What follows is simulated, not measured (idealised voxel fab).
process module | voxel wiring stack
cross-section cut | 275 nm wide | cells 5 nm
A cross-section is a grid of square cells, given in bands from the top down. A band is one or more rows of cells.
Each band's line starts with the height of the band's top and of its bottom, in nm. Then come its materials from left to right, each with its width in nm. One material with "throughout" fills the band from edge to edge. "air" is empty space.
Height 0 is the level under which the wafer as received is all one material. The lowest band goes on downwards, as in "0 down".
A width such as "30 to 40" changes by the same amount from each row of cells to the next, from the band's top row to its bottom row.
"no change" after a step means that no cell of the cross-section changed.
closed voids: empty space of 8 cells or more with no open way to the top, each as width x height at its distance from the left edge, in nm
after a step's settings: what the simulator itself notes on the step
overlay nm, on a step with a mask: how far to the right of its planned place the mask lay; to the left if negative
plan
1 op RECEIVE | material Si
2 op CONFORMAL_DEP | material SiO2 | thk nm 10
3 op CONFORMAL_DEP | material SiN | thk nm 5
4 op DIRECTIONAL_DEP | material SiO2 | thk nm 15
5 op DIRECTIONAL_DEP | material aC | thk nm 10
6 op PATTERN | tone open | mask id METAL_1 | material resist | width nm 20 | pitch nm 40 | thk nm 25 | overlay nm 0
7 op DIRECTIONAL_ETCH | etch materials aC | depth nm 10
8 op STRIP | etch materials resist
9 op DIRECTIONAL_ETCH | etch materials SiO2 | depth nm 15
10 op DIRECTIONAL_ETCH | etch materials SiN | depth nm 5
11 op STRIP | etch materials aC
12 op CONFORMAL_DEP | material TiN | thk nm 5
13 op FILL_DEP | material Cu | thk nm 5
14 op CMP | height nm 30
15 op CONFORMAL_DEP | material SiCN | thk nm 5
16 op DIRECTIONAL_DEP | material SiO2 | thk nm 20
17 op MASKED_ETCH | tone open | mask id PLUG_1 | width nm 15 | pitch nm 40 | etch materials SiO2 | depth nm 20 | overlay nm 0
18 op MASKED_ETCH | tone open | mask id PLUG_1 | width nm 15 | pitch nm 40 | etch materials SiCN | depth nm 5 | overlay nm 0
19 op EPI | material Ru | thk nm 10
20 op EPI | material Ru | thk nm 10
21 op EPI | material Ru | thk nm 5
22 op CONFORMAL_DEP | material SiN | thk nm 5
23 op DIRECTIONAL_DEP | material SiO2 | thk nm 20
24 op DIRECTIONAL_DEP | material aC | thk nm 10
25 op PATTERN | tone open | mask id METAL_2 | material resist | width nm 20 | pitch nm 40 | thk nm 25 | overlay nm 0
26 op DIRECTIONAL_ETCH | etch materials aC | depth nm 10
27 op STRIP | etch materials resist
28 op DIRECTIONAL_ETCH | etch materials SiO2 | depth nm 20
29 op DIRECTIONAL_ETCH | etch materials SiN | depth nm 5
30 op STRIP | etch materials aC
31 op CONFORMAL_DEP | material TiN | thk nm 5
32 op FILL_DEP | material Ru | thk nm 10
33 op CMP | height nm 80
34 op CONFORMAL_DEP | material SiCN | thk nm 5
35 op DIRECTIONAL_DEP | material lowk | thk nm 20
36 op DIRECTIONAL_DEP | material aC | thk nm 15
37 op PATTERN | tone open | mask id PLUG_2 | material resist | width nm 15 | pitch nm 40 | thk nm 30 | overlay nm 0
38 op DIRECTIONAL_ETCH | etch materials aC | depth nm 15
39 op STRIP | etch materials resist
40 op DIRECTIONAL_ETCH | etch materials lowk | depth nm 20
41 op DIRECTIONAL_ETCH | etch materials SiCN | depth nm 5
42 op STRIP | etch materials aC
43 op CONFORMAL_DEP | material TiN | thk nm 5
44 op FILL_DEP | material W | thk nm 10
45 op CMP | height nm 105
46 op DIRECTIONAL_DEP | material TiN | thk nm 5
47 op DIRECTIONAL_DEP | material W | thk nm 15
48 op MASKED_ETCH | tone cover | mask id METAL_3 | width nm 20 | pitch nm 40 | etch materials W | depth nm 15 | overlay nm 0
49 op MASKED_ETCH | tone cover | mask id METAL_3 | width nm 20 | pitch nm 40 | etch materials TiN | depth nm 5 | overlay nm 0
50 op FILL_DEP | material lowk | thk nm 5
51 op CMP | height nm 125
52 op CONFORMAL_DEP | material SiCN | thk nm 5
first wafer, as planned
as received, after step 1
  0 down: Si throughout
  closed voids: none
after step 2
  10 to 0: SiO2 throughout
  below 0: unchanged
after step 3
  15 to 10: SiN throughout
  below 10: unchanged
after step 4
  30 to 15: SiO2 throughout
  below 15: unchanged
after step 5
  40 to 30: aC throughout
  below 30: unchanged
after step 6
  65 to 40: resist 65 | air 20 | resist 20 | air 20 | resist 20 | air 20 | resist 20 | air 20 | resist 70
  below 40: unchanged
after step 7
  55 to 40: resist 65 | air 20 | resist 20 | air 20 | resist 20 | air 20 | resist 20 | air 20 | resist 70
  40 to 30: aC 65 | air 20 | aC 20 | air 20 | aC 20 | air 20 | aC 20 | air 20 | aC 70
  below 30: unchanged
after step 8
  40 to 30: aC 65 | air 20 | aC 20 | air 20 | aC 20 | air 20 | aC 20 | air 20 | aC 70
  below 30: unchanged
after step 9
  40 to 30: aC 65 | air 20 | aC 20 | air 20 | aC 20 | air 20 | aC 20 | air 20 | aC 70
  30 to 15: SiO2 65 | air 20 | SiO2 20 | air 20 | SiO2 20 | air 20 | SiO2 20 | air 20 | SiO2 70
  below 15: unchanged
after step 10
  40 to 30: aC 65 | air 20 | aC 20 | air 20 | aC 20 | air 20 | aC 20 | air 20 | aC 70
  30 to 15: SiO2 65 | air 20 | SiO2 20 | air 20 | SiO2 20 | air 20 | SiO2 20 | air 20 | SiO2 70
  15 to 10: SiN 65 | air 20 | SiN 20 | air 20 | SiN 20 | air 20 | SiN 20 | air 20 | SiN 70
  below 10: unchanged
after step 11
  30 to 15: SiO2 65 | air 20 | SiO2 20 | air 20 | SiO2 20 | air 20 | SiO2 20 | air 20 | SiO2 70
  below 15: unchanged
after step 12
  35 to 30: TiN 70 | air 10 | TiN 30 | air 10 | TiN 30 | air 10 | TiN 30 | air 10 | TiN 75
  30 to 15: SiO2 65 | TiN 5 | air 10 | TiN 5 | SiO2 20 | TiN 5 | air 10 | TiN 5 | SiO2 20 | TiN 5 | air 10 | TiN 5 | SiO2 20 | TiN 5 | air 10 | TiN 5 | SiO2 70
  15 to 10: SiN 65 | TiN 20 | SiN 20 | TiN 20 | SiN 20 | TiN 20 | SiN 20 | TiN 20 | SiN 70
  below 10: unchanged
after step 13
  40 to 35: Cu throughout
  35 to 30: TiN 70 | Cu 10 | TiN 30 | Cu 10 | TiN 30 | Cu 10 | TiN 30 | Cu 10 | TiN 75
  30 to 15: SiO2 65 | TiN 5 | Cu 10 | TiN 5 | SiO2 20 | TiN 5 | Cu 10 | TiN 5 | SiO2 20 | TiN 5 | Cu 10 | TiN 5 | SiO2 20 | TiN 5 | Cu 10 | TiN 5 | SiO2 70
  below 15: unchanged
after step 14
  30 to 15: SiO2 65 | TiN 5 | Cu 10 | TiN 5 | SiO2 20 | TiN 5 | Cu 10 | TiN 5 | SiO2 20 | TiN 5 | Cu 10 | TiN 5 | SiO2 20 | TiN 5 | Cu 10 | TiN 5 | SiO2 70
  below 15: unchanged
after step 15
  35 to 30: SiCN throughout
  below 30: unchanged
after step 16
  55 to 35: SiO2 throughout
  below 35: unchanged
after step 17
  55 to 35: SiO2 65 | air 15 | SiO2 25 | air 15 | SiO2 25 | air 15 | SiO2 25 | air 15 | SiO2 75
  below 35: unchanged
after step 18
  55 to 35: SiO2 65 | air 15 | SiO2 25 | air 15 | SiO2 25 | air 15 | SiO2 25 | air 15 | SiO2 75
  35 to 30: SiCN 65 | air 15 | SiCN 25 | air 15 | SiCN 25 | air 15 | SiCN 25 | air 15 | SiCN 75
  below 30: unchanged
after step 19
  55 to 40: SiO2 65 | air 15 | SiO2 25 | air 15 | SiO2 25 | air 15 | SiO2 25 | air 15 | SiO2 75
  40 to 35: SiO2 65 | Ru 15 | SiO2 25 | Ru 15 | SiO2 25 | Ru 15 | SiO2 25 | Ru 15 | SiO2 75
  35 to 30: SiCN 65 | Ru 15 | SiCN 25 | Ru 15 | SiCN 25 | Ru 15 | SiCN 25 | Ru 15 | SiCN 75
  below 30: unchanged
after step 20
  55 to 50: SiO2 65 | air 15 | SiO2 25 | air 15 | SiO2 25 | air 15 | SiO2 25 | air 15 | SiO2 75
  50 to 35: SiO2 65 | Ru 15 | SiO2 25 | Ru 15 | SiO2 25 | Ru 15 | SiO2 25 | Ru 15 | SiO2 75
  below 35: unchanged
after step 21
  55 to 35: SiO2 65 | Ru 15 | SiO2 25 | Ru 15 | SiO2 25 | Ru 15 | SiO2 25 | Ru 15 | SiO2 75
  below 35: unchanged
after step 22
  60 to 55: SiN throughout
  below 55: unchanged
after step 23
  80 to 60: SiO2 throughout
  below 60: unchanged
after step 24
  90 to 80: aC throughout
  below 80: unchanged
after step 25
  115 to 90: resist 65 | air 20 | resist 20 | air 20 | resist 20 | air 20 | resist 20 | air 20 | resist 70
  below 90: unchanged
after step 26
  105 to 90: resist 65 | air 20 | resist 20 | air 20 | resist 20 | air 20 | resist 20 | air 20 | resist 70
  90 to 80: aC 65 | air 20 | aC 20 | air 20 | aC 20 | air 20 | aC 20 | air 20 | aC 70
  below 80: unchanged
after step 27
  90 to 80: aC 65 | air 20 | aC 20 | air 20 | aC 20 | air 20 | aC 20 | air 20 | aC 70
  below 80: unchanged
after step 28
  90 to 80: aC 65 | air 20 | aC 20 | air 20 | aC 20 | air 20 | aC 20 | air 20 | aC 70
  80 to 60: SiO2 65 | air 20 | SiO2 20 | air 20 | SiO2 20 | air 20 | SiO2 20 | air 20 | SiO2 70
  below 60: unchanged
after step 29
  90 to 80: aC 65 | air 20 | aC 20 | air 20 | aC 20 | air 20 | aC 20 | air 20 | aC 70
  80 to 60: SiO2 65 | air 20 | SiO2 20 | air 20 | SiO2 20 | air 20 | SiO2 20 | air 20 | SiO2 70
  60 to 55: SiN 65 | air 20 | SiN 20 | air 20 | SiN 20 | air 20 | SiN 20 | air 20 | SiN 70
  below 55: unchanged
after step 30
  80 to 60: SiO2 65 | air 20 | SiO2 20 | air 20 | SiO2 20 | air 20 | SiO2 20 | air 20 | SiO2 70
  below 60: unchanged
after step 31
  85 to 80: TiN 70 | air 10 | TiN 30 | air 10 | TiN 30 | air 10 | TiN 30 | air 10 | TiN 75
  80 to 60: SiO2 65 | TiN 5 | air 10 | TiN 5 | SiO2 20 | TiN 5 | air 10 | TiN 5 | SiO2 20 | TiN 5 | air 10 | TiN 5 | SiO2 20 | TiN 5 | air 10 | TiN 5 | SiO2 70
  60 to 55: SiN 65 | TiN 20 | SiN 20 | TiN 20 | SiN 20 | TiN 20 | SiN 20 | TiN 20 | SiN 70
  below 55: unchanged
after step 32
  95 to 85: Ru throughout
  85 to 80: TiN 70 | Ru 10 | TiN 30 | Ru 10 | TiN 30 | Ru 10 | TiN 30 | Ru 10 | TiN 75
  80 to 60: SiO2 65 | TiN 5 | Ru 10 | TiN 5 | SiO2 20 | TiN 5 | Ru 10 | TiN 5 | SiO2 20 | TiN 5 | Ru 10 | TiN 5 | SiO2 20 | TiN 5 | Ru 10 | TiN 5 | SiO2 70
  below 60: unchanged
after step 33
  80 to 60: SiO2 65 | TiN 5 | Ru 10 | TiN 5 | SiO2 20 | TiN 5 | Ru 10 | TiN 5 | SiO2 20 | TiN 5 | Ru 10 | TiN 5 | SiO2 20 | TiN 5 | Ru 10 | TiN 5 | SiO2 70
  below 60: unchanged
after step 34
  85 to 80: SiCN throughout
  below 80: unchanged
after step 35
  105 to 85: lowk throughout
  below 85: unchanged
after step 36
  120 to 105: aC throughout
  below 105: unchanged
after step 37
  150 to 120: resist 65 | air 15 | resist 25 | air 15 | resist 25 | air 15 | resist 25 | air 15 | resist 75
  below 120: unchanged
after step 38
  135 to 120: resist 65 | air 15 | resist 25 | air 15 | resist 25 | air 15 | resist 25 | air 15 | resist 75
  120 to 105: aC 65 | air 15 | aC 25 | air 15 | aC 25 | air 15 | aC 25 | air 15 | aC 75
  below 105: unchanged
after step 39
  120 to 105: aC 65 | air 15 | aC 25 | air 15 | aC 25 | air 15 | aC 25 | air 15 | aC 75
  below 105: unchanged
after step 40
  120 to 105: aC 65 | air 15 | aC 25 | air 15 | aC 25 | air 15 | aC 25 | air 15 | aC 75
  105 to 85: lowk 65 | air 15 | lowk 25 | air 15 | lowk 25 | air 15 | lowk 25 | air 15 | lowk 75
  below 85: unchanged
after step 41
  120 to 105: aC 65 | air 15 | aC 25 | air 15 | aC 25 | air 15 | aC 25 | air 15 | aC 75
  105 to 85: lowk 65 | air 15 | lowk 25 | air 15 | lowk 25 | air 15 | lowk 25 | air 15 | lowk 75
  85 to 80: SiCN 65 | air 15 | SiCN 25 | air 15 | SiCN 25 | air 15 | SiCN 25 | air 15 | SiCN 75
  below 80: unchanged
after step 42
  105 to 85: lowk 65 | air 15 | lowk 25 | air 15 | lowk 25 | air 15 | lowk 25 | air 15 | lowk 75
  below 85: unchanged
after step 43
  110 to 105: TiN 70 | air 5 | TiN 35 | air 5 | TiN 35 | air 5 | TiN 35 | air 5 | TiN 80
  105 to 85: lowk 65 | TiN 5 | air 5 | TiN 5 | lowk 25 | TiN 5 | air 5 | TiN 5 | lowk 25 | TiN 5 | air 5 | TiN 5 | lowk 25 | TiN 5 | air 5 | TiN 5 | lowk 75
  85 to 80: SiCN 65 | TiN 15 | SiCN 25 | TiN 15 | SiCN 25 | TiN 15 | SiCN 25 | TiN 15 | SiCN 75
  below 80: unchanged
after step 44
  120 to 110: W throughout
  110 to 105: TiN 70 | W 5 | TiN 35 | W 5 | TiN 35 | W 5 | TiN 35 | W 5 | TiN 80
  105 to 85: lowk 65 | TiN 5 | W 5 | TiN 5 | lowk 25 | TiN 5 | W 5 | TiN 5 | lowk 25 | TiN 5 | W 5 | TiN 5 | lowk 25 | TiN 5 | W 5 | TiN 5 | lowk 75
  below 85: unchanged
after step 45
  105 to 85: lowk 65 | TiN 5 | W 5 | TiN 5 | lowk 25 | TiN 5 | W 5 | TiN 5 | lowk 25 | TiN 5 | W 5 | TiN 5 | lowk 25 | TiN 5 | W 5 | TiN 5 | lowk 75
  below 85: unchanged
after step 46
  110 to 105: TiN throughout
  below 105: unchanged
after step 47
  125 to 110: W throughout
  below 110: unchanged
after step 48
  125 to 110: air 65 | W 20 | air 20 | W 20 | air 20 | W 20 | air 20 | W 20 | air 70
  below 110: unchanged
after step 49
  125 to 110: air 65 | W 20 | air 20 | W 20 | air 20 | W 20 | air 20 | W 20 | air 70
  110 to 105: air 65 | TiN 20 | air 20 | TiN 20 | air 20 | TiN 20 | air 20 | TiN 20 | air 70
  below 105: unchanged
after step 50
  130 to 125: lowk throughout
  125 to 110: lowk 65 | W 20 | lowk 20 | W 20 | lowk 20 | W 20 | lowk 20 | W 20 | lowk 70
  110 to 105: lowk 65 | TiN 20 | lowk 20 | TiN 20 | lowk 20 | TiN 20 | lowk 20 | TiN 20 | lowk 70
  below 105: unchanged
after step 51
  125 to 110: lowk 65 | W 20 | lowk 20 | W 20 | lowk 20 | W 20 | lowk 20 | W 20 | lowk 70
  below 110: unchanged
after step 52
  130 to 125: SiCN throughout
  below 125: unchanged
second wafer: like start, like plan, one mistake. Through step 2 it matches the first wafer
when step 3 should have ended: no change
when step 4 should have ended
  25 to 0: SiO2 throughout
  below 0: unchanged
when step 5 should have ended
  35 to 25: aC throughout
  below 25: unchanged
when step 6 should have ended
  60 to 35: resist 65 | air 20 | resist 20 | air 20 | resist 20 | air 20 | resist 20 | air 20 | resist 70
  below 35: unchanged
when step 7 should have ended
  50 to 35: resist 65 | air 20 | resist 20 | air 20 | resist 20 | air 20 | resist 20 | air 20 | resist 70
  35 to 25: aC 65 | air 20 | aC 20 | air 20 | aC 20 | air 20 | aC 20 | air 20 | aC 70
  below 25: unchanged
when step 8 should have ended
  35 to 25: aC 65 | air 20 | aC 20 | air 20 | aC 20 | air 20 | aC 20 | air 20 | aC 70
  below 25: unchanged
when step 9 should have ended
  35 to 25: aC 65 | air 20 | aC 20 | air 20 | aC 20 | air 20 | aC 20 | air 20 | aC 70
  25 to 10: SiO2 65 | air 20 | SiO2 20 | air 20 | SiO2 20 | air 20 | SiO2 20 | air 20 | SiO2 70
  below 10: unchanged
when step 10 should have ended: no change
when step 11 should have ended
  25 to 10: SiO2 65 | air 20 | SiO2 20 | air 20 | SiO2 20 | air 20 | SiO2 20 | air 20 | SiO2 70
  below 10: unchanged
when step 12 should have ended
  30 to 25: TiN 70 | air 10 | TiN 30 | air 10 | TiN 30 | air 10 | TiN 30 | air 10 | TiN 75
  25 to 15: SiO2 65 | TiN 5 | air 10 | TiN 5 | SiO2 20 | TiN 5 | air 10 | TiN 5 | SiO2 20 | TiN 5 | air 10 | TiN 5 | SiO2 20 | TiN 5 | air 10 | TiN 5 | SiO2 70
  15 to 10: SiO2 65 | TiN 20 | SiO2 20 | TiN 20 | SiO2 20 | TiN 20 | SiO2 20 | TiN 20 | SiO2 70
  below 10: unchanged
when step 13 should have ended
  35 to 30: Cu throughout
  30 to 25: TiN 70 | Cu 10 | TiN 30 | Cu 10 | TiN 30 | Cu 10 | TiN 30 | Cu 10 | TiN 75
  25 to 15: SiO2 65 | TiN 5 | Cu 10 | TiN 5 | SiO2 20 | TiN 5 | Cu 10 | TiN 5 | SiO2 20 | TiN 5 | Cu 10 | TiN 5 | SiO2 20 | TiN 5 | Cu 10 | TiN 5 | SiO2 70
  below 15: unchanged
when step 14 should have ended
  30 to 25: TiN 70 | Cu 10 | TiN 30 | Cu 10 | TiN 30 | Cu 10 | TiN 30 | Cu 10 | TiN 75
  below 25: unchanged
when step 15 should have ended
  35 to 30: SiCN throughout
  below 30: unchanged
when step 16 should have ended
  55 to 35: SiO2 throughout
  below 35: unchanged
when step 17 should have ended
  55 to 35: SiO2 65 | air 15 | SiO2 25 | air 15 | SiO2 25 | air 15 | SiO2 25 | air 15 | SiO2 75
  below 35: unchanged
when step 18 should have ended
  55 to 35: SiO2 65 | air 15 | SiO2 25 | air 15 | SiO2 25 | air 15 | SiO2 25 | air 15 | SiO2 75
  35 to 30: SiCN 65 | air 15 | SiCN 25 | air 15 | SiCN 25 | air 15 | SiCN 25 | air 15 | SiCN 75
  below 30: unchanged
when step 19 should have ended
  55 to 40: SiO2 65 | air 15 | SiO2 25 | air 15 | SiO2 25 | air 15 | SiO2 25 | air 15 | SiO2 75
  40 to 35: SiO2 65 | Ru 15 | SiO2 25 | Ru 15 | SiO2 25 | Ru 15 | SiO2 25 | Ru 15 | SiO2 75
  35 to 30: SiCN 65 | Ru 15 | SiCN 25 | Ru 15 | SiCN 25 | Ru 15 | SiCN 25 | Ru 15 | SiCN 75
  below 30: unchanged
when step 20 should have ended
  55 to 50: SiO2 65 | air 15 | SiO2 25 | air 15 | SiO2 25 | air 15 | SiO2 25 | air 15 | SiO2 75
  50 to 35: SiO2 65 | Ru 15 | SiO2 25 | Ru 15 | SiO2 25 | Ru 15 | SiO2 25 | Ru 15 | SiO2 75
  below 35: unchanged
when step 21 should have ended
  55 to 35: SiO2 65 | Ru 15 | SiO2 25 | Ru 15 | SiO2 25 | Ru 15 | SiO2 25 | Ru 15 | SiO2 75
  below 35: unchanged
when step 22 should have ended
  60 to 55: SiN throughout
  below 55: unchanged
when step 23 should have ended
  80 to 60: SiO2 throughout
  below 60: unchanged
when step 24 should have ended
  90 to 80: aC throughout
  below 80: unchanged
when step 25 should have ended
  115 to 90: resist 65 | air 20 | resist 20 | air 20 | resist 20 | air 20 | resist 20 | air 20 | resist 70
  below 90: unchanged
when step 26 should have ended
  105 to 90: resist 65 | air 20 | resist 20 | air 20 | resist 20 | air 20 | resist 20 | air 20 | resist 70
  90 to 80: aC 65 | air 20 | aC 20 | air 20 | aC 20 | air 20 | aC 20 | air 20 | aC 70
  below 80: unchanged
when step 27 should have ended
  90 to 80: aC 65 | air 20 | aC 20 | air 20 | aC 20 | air 20 | aC 20 | air 20 | aC 70
  below 80: unchanged
when step 28 should have ended
  90 to 80: aC 65 | air 20 | aC 20 | air 20 | aC 20 | air 20 | aC 20 | air 20 | aC 70
  80 to 60: SiO2 65 | air 20 | SiO2 20 | air 20 | SiO2 20 | air 20 | SiO2 20 | air 20 | SiO2 70
  below 60: unchanged
when step 29 should have ended
  90 to 80: aC 65 | air 20 | aC 20 | air 20 | aC 20 | air 20 | aC 20 | air 20 | aC 70
  80 to 60: SiO2 65 | air 20 | SiO2 20 | air 20 | SiO2 20 | air 20 | SiO2 20 | air 20 | SiO2 70
  60 to 55: SiN 65 | air 20 | SiN 20 | air 20 | SiN 20 | air 20 | SiN 20 | air 20 | SiN 70
  below 55: unchanged
when step 30 should have ended
  80 to 60: SiO2 65 | air 20 | SiO2 20 | air 20 | SiO2 20 | air 20 | SiO2 20 | air 20 | SiO2 70
  below 60: unchanged
when step 31 should have ended
  85 to 80: TiN 70 | air 10 | TiN 30 | air 10 | TiN 30 | air 10 | TiN 30 | air 10 | TiN 75
  80 to 60: SiO2 65 | TiN 5 | air 10 | TiN 5 | SiO2 20 | TiN 5 | air 10 | TiN 5 | SiO2 20 | TiN 5 | air 10 | TiN 5 | SiO2 20 | TiN 5 | air 10 | TiN 5 | SiO2 70
  60 to 55: SiN 65 | TiN 20 | SiN 20 | TiN 20 | SiN 20 | TiN 20 | SiN 20 | TiN 20 | SiN 70
  below 55: unchanged
when step 32 should have ended
  95 to 85: Ru throughout
  85 to 80: TiN 70 | Ru 10 | TiN 30 | Ru 10 | TiN 30 | Ru 10 | TiN 30 | Ru 10 | TiN 75
  80 to 60: SiO2 65 | TiN 5 | Ru 10 | TiN 5 | SiO2 20 | TiN 5 | Ru 10 | TiN 5 | SiO2 20 | TiN 5 | Ru 10 | TiN 5 | SiO2 20 | TiN 5 | Ru 10 | TiN 5 | SiO2 70
  below 60: unchanged
when step 33 should have ended
  80 to 60: SiO2 65 | TiN 5 | Ru 10 | TiN 5 | SiO2 20 | TiN 5 | Ru 10 | TiN 5 | SiO2 20 | TiN 5 | Ru 10 | TiN 5 | SiO2 20 | TiN 5 | Ru 10 | TiN 5 | SiO2 70
  below 60: unchanged
when step 34 should have ended
  85 to 80: SiCN throughout
  below 80: unchanged
when step 35 should have ended
  105 to 85: lowk throughout
  below 85: unchanged
when step 36 should have ended
  120 to 105: aC throughout
  below 105: unchanged
when step 37 should have ended
  150 to 120: resist 65 | air 15 | resist 25 | air 15 | resist 25 | air 15 | resist 25 | air 15 | resist 75
  below 120: unchanged
when step 38 should have ended
  135 to 120: resist 65 | air 15 | resist 25 | air 15 | resist 25 | air 15 | resist 25 | air 15 | resist 75
  120 to 105: aC 65 | air 15 | aC 25 | air 15 | aC 25 | air 15 | aC 25 | air 15 | aC 75
  below 105: unchanged
when step 39 should have ended
  120 to 105: aC 65 | air 15 | aC 25 | air 15 | aC 25 | air 15 | aC 25 | air 15 | aC 75
  below 105: unchanged
when step 40 should have ended
  120 to 105: aC 65 | air 15 | aC 25 | air 15 | aC 25 | air 15 | aC 25 | air 15 | aC 75
  105 to 85: lowk 65 | air 15 | lowk 25 | air 15 | lowk 25 | air 15 | lowk 25 | air 15 | lowk 75
  below 85: unchanged
when step 41 should have ended
  120 to 105: aC 65 | air 15 | aC 25 | air 15 | aC 25 | air 15 | aC 25 | air 15 | aC 75
  105 to 85: lowk 65 | air 15 | lowk 25 | air 15 | lowk 25 | air 15 | lowk 25 | air 15 | lowk 75
  85 to 80: SiCN 65 | air 15 | SiCN 25 | air 15 | SiCN 25 | air 15 | SiCN 25 | air 15 | SiCN 75
  below 80: unchanged
when step 42 should have ended
  105 to 85: lowk 65 | air 15 | lowk 25 | air 15 | lowk 25 | air 15 | lowk 25 | air 15 | lowk 75
  below 85: unchanged
when step 43 should have ended
  110 to 105: TiN 70 | air 5 | TiN 35 | air 5 | TiN 35 | air 5 | TiN 35 | air 5 | TiN 80
  105 to 85: lowk 65 | TiN 5 | air 5 | TiN 5 | lowk 25 | TiN 5 | air 5 | TiN 5 | lowk 25 | TiN 5 | air 5 | TiN 5 | lowk 25 | TiN 5 | air 5 | TiN 5 | lowk 75
  85 to 80: SiCN 65 | TiN 15 | SiCN 25 | TiN 15 | SiCN 25 | TiN 15 | SiCN 25 | TiN 15 | SiCN 75
  below 80: unchanged
when step 44 should have ended
  120 to 110: W throughout
  110 to 105: TiN 70 | W 5 | TiN 35 | W 5 | TiN 35 | W 5 | TiN 35 | W 5 | TiN 80
  105 to 85: lowk 65 | TiN 5 | W 5 | TiN 5 | lowk 25 | TiN 5 | W 5 | TiN 5 | lowk 25 | TiN 5 | W 5 | TiN 5 | lowk 25 | TiN 5 | W 5 | TiN 5 | lowk 75
  below 85: unchanged
when step 45 should have ended
  105 to 85: lowk 65 | TiN 5 | W 5 | TiN 5 | lowk 25 | TiN 5 | W 5 | TiN 5 | lowk 25 | TiN 5 | W 5 | TiN 5 | lowk 25 | TiN 5 | W 5 | TiN 5 | lowk 75
  below 85: unchanged
when step 46 should have ended
  110 to 105: TiN throughout
  below 105: unchanged
when step 47 should have ended
  125 to 110: W throughout
  below 110: unchanged
when step 48 should have ended
  125 to 110: air 65 | W 20 | air 20 | W 20 | air 20 | W 20 | air 20 | W 20 | air 70
  below 110: unchanged
when step 49 should have ended
  125 to 110: air 65 | W 20 | air 20 | W 20 | air 20 | W 20 | air 20 | W 20 | air 70
  110 to 105: air 65 | TiN 20 | air 20 | TiN 20 | air 20 | TiN 20 | air 20 | TiN 20 | air 70
  below 105: unchanged
when step 50 should have ended
  130 to 125: lowk throughout
  125 to 110: lowk 65 | W 20 | lowk 20 | W 20 | lowk 20 | W 20 | lowk 20 | W 20 | lowk 70
  110 to 105: lowk 65 | TiN 20 | lowk 20 | TiN 20 | lowk 20 | TiN 20 | lowk 20 | TiN 20 | lowk 70
  below 105: unchanged
when step 51 should have ended
  125 to 110: lowk 65 | W 20 | lowk 20 | W 20 | lowk 20 | W 20 | lowk 20 | W 20 | lowk 70
  below 110: unchanged
when step 52 should have ended
  130 to 125: SiCN throughout
  below 125: unchanged
what went wrong: step 3 was left out
at the end the second wafer has, in cells: 39 fewer of SiN | 39 more of TiN
